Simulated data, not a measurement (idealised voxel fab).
Module name: voxel transistor to metal (process module)
Displayed cross-section: cut, width of 295 nm, square cells sized 5 nm.
A cross-section is written here as square cells arranged in a grid, and it is given in bands from the top down, each band taking up one or more rows of cells. It is stipulated that each band's entry specify, in nanometres, the height of the top of the band and then that of its bottom, followed by the materials of the band in left-to-right sequence, each together with its width in nanometres. A single material marked by the word "throughout" is understood to fill the band from edge to edge; the word "air" is understood to denote empty space. Note: height 0 marks the level under which the wafer is uniformly one material as received. Lowest band unbounded below, written "0 nm and below". Think of "30->40" as a width that walks from the first number to the second as you go down the band, top row to bottom row, taking equal-sized steps from row to row. What does "remained unchanged" mean for a step? It means no cell of the cross-section changed in that step. In the "Catalogued sealed voids" entry, you get each enclosed empty space of 8 cells or more, one with no open way to the top, written width x height at distance, distance from the left edge, in nm. On each step's line, the part that comes after the settings is the simulator's own comment on the step. "overlay nm" answers the question of how far to the right of plan the mask lay on a step that has a mask, and when it is negative the answer is to the left.

# Here's what the planned process steps look like
1. RECEIVE,material Si
2. CONFORMAL_DEP,material SiO2,thk nm 5
3. CONFORMAL_DEP,material SiN,thk nm 15
4. MASKED_ETCH,tone cover,mask id ACTIVE,width nm 110,pitch nm 130,etch materials SiN,depth nm 15,overlay nm 0
5. MASKED_ETCH,tone cover,mask id ACTIVE,width nm 110,pitch nm 130,etch materials SiO2,depth nm 5,overlay nm 0
6. MASKED_ETCH,tone cover,mask id ACTIVE,width nm 110,pitch nm 130,etch materials Si,depth nm 30,overlay nm 0
7. FILL_DEP,material SiO2,thk nm 10
8. CMP,height nm 20
9. SELECTIVE_ETCH,etch materials SiO2,depth nm 15
10. STRIP,etch materials SiN
11. SELECTIVE_ETCH,etch materials SiO2,depth nm 5
12. OXIDIZE,depth nm 5
13. DIRECTIONAL_DEP,material polySi,thk nm 30
14. DIRECTIONAL_DEP,material SiCN,thk nm 10
15. DIRECTIONAL_DEP,material aC,thk nm 10
16. PATTERN,tone cover,mask id GATE,material resist,width nm 20,pitch nm 130,thk nm 25,overlay nm 0
17. DIRECTIONAL_ETCH,etch materials aC,depth nm 10
18. STRIP,etch materials resist
19. DIRECTIONAL_ETCH,etch materials SiCN,depth nm 20
20. DIRECTIONAL_ETCH,etch materials polySi,depth nm 40
21. STRIP,etch materials aC
22. CONFORMAL_DEP,material SiO2,thk nm 5
23. DIRECTIONAL_ETCH,etch materials SiO2,depth nm 5
24. CONFORMAL_DEP,material SiN,thk nm 5
25. DIRECTIONAL_ETCH,etch materials SiN,depth nm 5
26. DIRECTIONAL_ETCH,etch materials SiO2,depth nm 5
27. EPI,material SiGe,thk nm 5
28. FILL_DEP,material SiO2,thk nm 5
29. CMP,height nm 40
30. DIRECTIONAL_DEP,material SiO2,thk nm 15
31. DIRECTIONAL_DEP,material aC,thk nm 10
32. PATTERN,tone open,mask id CONTACT,material resist,width nm 20,thk nm 30,overlay nm 0
33. DIRECTIONAL_ETCH,etch materials aC,depth nm 10
34. STRIP,etch materials resist
35. DIRECTIONAL_ETCH,etch materials SiO2,depth nm 55
36. STRIP,etch materials aC
37. CONFORMAL_DEP,material TiN,thk nm 5
38. FILL_DEP,material Ru,thk nm 5
39. CMP,height nm 55
40. CONFORMAL_DEP,material SiN,thk nm 5
41. DIRECTIONAL_DEP,material lowk,thk nm 25
42. DIRECTIONAL_DEP,material aC,thk nm 15
43. PATTERN,tone open,mask id METAL_1,material resist,width nm 20,thk nm 35,overlay nm 0
44. DIRECTIONAL_ETCH,etch materials aC,depth nm 15
45. STRIP,etch materials resist
46. DIRECTIONAL_ETCH,etch materials lowk,depth nm 25
47. DIRECTIONAL_ETCH,etch materials SiN,depth nm 5
48. STRIP,etch materials aC
49. CONFORMAL_DEP,material TiN,thk nm 5
50. FILL_DEP,material W,thk nm 10
51. CMP,height nm 85
52. EPI,material Ru,thk nm 5
53. FILL_DEP,material SiCN,thk nm 5
54. DIRECTIONAL_DEP,material SiO2,thk nm 25
55. DIRECTIONAL_DEP,material aC,thk nm 10
56. PATTERN,tone open,mask id METAL_2,material resist,width nm 20,pitch nm 130,thk nm 25,overlay nm 0
57. DIRECTIONAL_ETCH,etch materials aC,depth nm 10
58. STRIP,etch materials resist
59. DIRECTIONAL_ETCH,etch materials SiO2,depth nm 15
60. STRIP,etch materials aC
61. DIRECTIONAL_DEP,material aC,thk nm 10
62. PATTERN,tone open,mask id METAL_2_HOLES,material resist,width nm 15,pitch nm 130,thk nm 25,overlay nm 0
63. DIRECTIONAL_ETCH,etch materials aC,depth nm 10
64. STRIP,etch materials resist
65. DIRECTIONAL_ETCH,etch materials SiO2,depth nm 10
66. DIRECTIONAL_ETCH,etch materials SiCN,depth nm 5
67. STRIP,etch materials aC
68. CONFORMAL_DEP,material TiN,thk nm 5
69. FILL_DEP,material Cu,thk nm 10
70. CMP,height nm 120
71. CONFORMAL_DEP,material SiCN,thk nm 5

# Cross-section of the wafer at receipt, which is the condition after step 1
    0 nm and below | Si throughout
    Catalogued sealed voids: none

# Module complete - cross-section of the first of two wafers, run according to plan
    125 nm to 120 nm | SiCN throughout
    120 nm to 110 nm | 30 of SiO2 / 5 of TiN / 10 of Cu / 5 of TiN / 110 of SiO2 / 5 of TiN / 10 of Cu / 5 of TiN / 115 of SiO2
    110 nm to 105 nm | 30 of SiO2 / 5 of TiN / 5 of Cu / 10 of TiN / 110 of SiO2 / 5 of TiN / 5 of Cu / 10 of TiN / 115 of SiO2
    105 nm to 95 nm | 30 of SiO2 / 5 of TiN / 5 of Cu / 5 of TiN / 115 of SiO2 / 5 of TiN / 5 of Cu / 5 of TiN / 120 of SiO2
    95 nm to 90 nm | 30 of SiCN / 15 of TiN / 115 of SiCN / 15 of TiN / 120 of SiCN
    90 nm to 85 nm | 25 of SiCN / 30 of Ru / 50 of SiCN / 30 of Ru / 20 of SiCN / 30 of Ru / 50 of SiCN / 30 of Ru / 30 of SiCN
    85 nm to 60 nm | 30 of lowk / 5 of TiN / 10 of W / 5 of TiN / 60 of lowk / 5 of TiN / 10 of W / 5 of TiN / 30 of lowk / 5 of TiN / 10 of W / 5 of TiN / 60 of lowk / 5 of TiN / 10 of W / 5 of TiN / 35 of lowk
    60 nm to 55 nm | 30 of SiN / 20 of TiN / 60 of SiN / 20 of TiN / 30 of SiN / 20 of TiN / 60 of SiN / 20 of TiN / 35 of SiN
    55 nm to 40 nm | 30 of SiO2 / 5 of TiN / 10 of Ru / 5 of TiN / 60 of SiO2 / 5 of TiN / 10 of Ru / 5 of TiN / 30 of SiO2 / 5 of TiN / 10 of Ru / 5 of TiN / 60 of SiO2 / 5 of TiN / 10 of Ru / 5 of TiN / 35 of SiO2
    40 nm to 30 nm | 30 of SiO2 / 5 of TiN / 10 of Ru / 5 of TiN / 10 of SiO2 / 5 of SiN / 5 of SiO2 / 20 of SiCN / 5 of SiO2 / 5 of SiN / 10 of SiO2 / 5 of TiN / 10 of Ru / 5 of TiN / 30 of SiO2 / 5 of TiN / 10 of Ru / 5 of TiN / 10 of SiO2 / 5 of SiN / 5 of SiO2 / 20 of SiCN / 5 of SiO2 / 5 of SiN / 10 of SiO2 / 5 of TiN / 10 of Ru / 5 of TiN / 35 of SiO2
    30 nm to 5 nm | 30 of SiO2 / 5 of TiN / 10 of Ru / 5 of TiN / 10 of SiO2 / 5 of SiN / 5 of SiO2 / 20 of polySi / 5 of SiO2 / 5 of SiN / 10 of SiO2 / 5 of TiN / 10 of Ru / 5 of TiN / 30 of SiO2 / 5 of TiN / 10 of Ru / 5 of TiN / 10 of SiO2 / 5 of SiN / 5 of SiO2 / 20 of polySi / 5 of SiO2 / 5 of SiN / 10 of SiO2 / 5 of TiN / 10 of Ru / 5 of TiN / 35 of SiO2
    5 nm to 0 nm | 30 of SiO2 / 20 of TiN / 10 of SiO2 / 5 of SiN / 5 of SiO2 / 20 of polySi / 5 of SiO2 / 5 of SiN / 10 of SiO2 / 20 of TiN / 30 of SiO2 / 20 of TiN / 10 of SiO2 / 5 of SiN / 5 of SiO2 / 20 of polySi / 5 of SiO2 / 5 of SiN / 10 of SiO2 / 20 of TiN / 35 of SiO2
    0 nm to -5 nm | 20 of SiO2 / 40 of SiGe / 40 of SiO2 / 40 of SiGe / 10 of SiO2 / 40 of SiGe / 40 of SiO2 / 40 of SiGe / 25 of SiO2
    -5 nm to -30 nm | 25 of SiO2 / 110 of Si / 20 of SiO2 / 110 of Si / 30 of SiO2
    -30 nm and below | Si throughout
    Catalogued sealed voids: none

# Cross-section at end of module for the second wafer of two, which matched the first in starting point and plan and differed by one mistake in its processing
    125 nm to 120 nm | SiCN throughout
    120 nm to 110 nm | 30 of SiO2 / 5 of TiN / 10 of Cu / 5 of TiN / 110 of SiO2 / 5 of TiN / 10 of Cu / 5 of TiN / 115 of SiO2
    110 nm to 105 nm | 30 of SiO2 / 5 of TiN / 5 of Cu / 10 of TiN / 110 of SiO2 / 5 of TiN / 5 of Cu / 10 of TiN / 115 of SiO2
    105 nm to 95 nm | 30 of SiO2 / 5 of TiN / 5 of Cu / 5 of TiN / 115 of SiO2 / 5 of TiN / 5 of Cu / 5 of TiN / 120 of SiO2
    95 nm to 90 nm | 30 of SiCN / 15 of TiN / 115 of SiCN / 15 of TiN / 120 of SiCN
    90 nm to 85 nm | 30 of SiCN / 20 of Ru / 60 of SiCN / 20 of Ru / 30 of SiCN / 20 of Ru / 60 of SiCN / 20 of Ru / 35 of SiCN
    85 nm to 60 nm | 30 of lowk / 5 of aC / 10 of W / 5 of aC / 60 of lowk / 5 of aC / 10 of W / 5 of aC / 30 of lowk / 5 of aC / 10 of W / 5 of aC / 60 of lowk / 5 of aC / 10 of W / 5 of aC / 35 of lowk
    60 nm to 55 nm | 30 of SiN / 20 of aC / 60 of SiN / 20 of aC / 30 of SiN / 20 of aC / 60 of SiN / 20 of aC / 35 of SiN
    55 nm to 40 nm | 30 of SiO2 / 5 of TiN / 10 of Ru / 5 of TiN / 60 of SiO2 / 5 of TiN / 10 of Ru / 5 of TiN / 30 of SiO2 / 5 of TiN / 10 of Ru / 5 of TiN / 60 of SiO2 / 5 of TiN / 10 of Ru / 5 of TiN / 35 of SiO2
    40 nm to 30 nm | 30 of SiO2 / 5 of TiN / 10 of Ru / 5 of TiN / 10 of SiO2 / 5 of SiN / 5 of SiO2 / 20 of SiCN / 5 of SiO2 / 5 of SiN / 10 of SiO2 / 5 of TiN / 10 of Ru / 5 of TiN / 30 of SiO2 / 5 of TiN / 10 of Ru / 5 of TiN / 10 of SiO2 / 5 of SiN / 5 of SiO2 / 20 of SiCN / 5 of SiO2 / 5 of SiN / 10 of SiO2 / 5 of TiN / 10 of Ru / 5 of TiN / 35 of SiO2
    30 nm to 5 nm | 30 of SiO2 / 5 of TiN / 10 of Ru / 5 of TiN / 10 of SiO2 / 5 of SiN / 5 of SiO2 / 20 of polySi / 5 of SiO2 / 5 of SiN / 10 of SiO2 / 5 of TiN / 10 of Ru / 5 of TiN / 30 of SiO2 / 5 of TiN / 10 of Ru / 5 of TiN / 10 of SiO2 / 5 of SiN / 5 of SiO2 / 20 of polySi / 5 of SiO2 / 5 of SiN / 10 of SiO2 / 5 of TiN / 10 of Ru / 5 of TiN / 35 of SiO2
    5 nm to 0 nm | 30 of SiO2 / 20 of TiN / 10 of SiO2 / 5 of SiN / 5 of SiO2 / 20 of polySi / 5 of SiO2 / 5 of SiN / 10 of SiO2 / 20 of TiN / 30 of SiO2 / 20 of TiN / 10 of SiO2 / 5 of SiN / 5 of SiO2 / 20 of polySi / 5 of SiO2 / 5 of SiN / 10 of SiO2 / 20 of TiN / 35 of SiO2
    0 nm to -5 nm | 20 of SiO2 / 40 of SiGe / 40 of SiO2 / 40 of SiGe / 10 of SiO2 / 40 of SiGe / 40 of SiO2 / 40 of SiGe / 25 of SiO2
    -5 nm to -30 nm | 25 of SiO2 / 110 of Si / 20 of SiO2 / 110 of Si / 30 of SiO2
    -30 nm and below | Si throughout
    Catalogued sealed voids: none
Finding, execution versus plan: step 49 was processed under conditions differing from the plan, specifically as CONFORMAL_DEP,material aC,thk nm 5
Final tally in cells, some materials are higher or lower on the second wafer than on the first: -8 Ru | +8 SiCN | -56 TiN | +56 aC
